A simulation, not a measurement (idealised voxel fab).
Documented hereafter: the process module known as voxel self aligned vias.
Section shown: cut. Width: 210 nm. Cell size: 5 nm, square.
Format of a cross-section: grid, square cells. Given as bands. Order: top down. Band: one or more rows of cells.
Top, bottom (nm), then materials left to right with widths (nm); lone material tagged "throughout" fills the whole band edge to edge; "air" = empty space.
Basically, 0 is our baseline, since under it the wafer straight out of the box is all one material. The bottom band has no lower end and keeps on going down, so it looks like "z 0 and below".
You'd read "30->40" like this: the band's top row of cells is as wide as the first number, its bottom row is as wide as the second, and going down, every row changes width by the same amount as the row before did.
"all unchanged", as given for a step, is the statement that not any cell of the cross-section underwent a change during that step.
Voids not open to the top, 8 cells minimum: see "Voids, sealed". Written width x height at distance; distance is from the left edge; nm.
On each step's line, the part that comes after the settings is the simulator's own comment on the step.
"overlay nm" on a masked step: distance the mask lay right of its planned place, negative for left.
## Process steps - plan
1) RECEIVE with material Si
2) CONFORMAL_DEP with material SiO2, thk nm 15
3) CONFORMAL_DEP with material SiCN, thk nm 5
4) DIRECTIONAL_DEP with material lowk, thk nm 25
5) PATTERN with tone open, mask id LINES, material resist, width nm 25, pitch nm 50, thk nm 20, overlay nm 0
6) DIRECTIONAL_ETCH with etch materials lowk, depth nm 25
7) STRIP with etch materials resist
8) CONFORMAL_DEP with material TiN, thk nm 5
9) FILL_DEP with material Ru, thk nm 5
10) CMP with height nm 45
11) SELECTIVE_ETCH with etch materials W Ru TiN, depth nm 5
12) FILL_DEP with material SiN, thk nm 10
13) CMP with height nm 45
14) DIRECTIONAL_DEP with material lowk, thk nm 15
15) PATTERN with tone open, mask id VIAS, material resist, width nm 35, pitch nm 100, thk nm 20, overlay nm 0
16) DIRECTIONAL_ETCH with etch materials lowk, depth nm 15
17) DIRECTIONAL_ETCH with etch materials SiN, depth nm 5
18) STRIP with etch materials resist
19) CONFORMAL_DEP with material TiN, thk nm 5
20) FILL_DEP with material Ru, thk nm 5
21) CMP with height nm 60
22) CONFORMAL_DEP with material SiN, thk nm 5
Among the wafers covered here, the point of difference is the thk nm at step 22; their starting state is shared, and the plan presents the value of the first wafer.
## Received condition of the first of several wafers, sectioned: post-step 1
    z 0 and below = Si throughout
    Voids, sealed: none
## Take any row and you have a wafer at the end of the module: how many cells of each material it has gained (+) or lost (-) since it was received, and then its closed voids
thk nm 5; +53 Ru; +42 SiCN; +47 SiN; +126 SiO2; +59 TiN; +219 lowk; Voids, sealed: none
thk nm 10; +53 Ru; +42 SiCN; +89 SiN; +126 SiO2; +59 TiN; +219 lowk; Voids, sealed: none
thk nm 15; +53 Ru; +42 SiCN; +131 SiN; +126 SiO2; +59 TiN; +219 lowk; Voids, sealed: none
thk nm 20; +53 Ru; +42 SiCN; +173 SiN; +126 SiO2; +59 TiN; +219 lowk; Voids, sealed: none
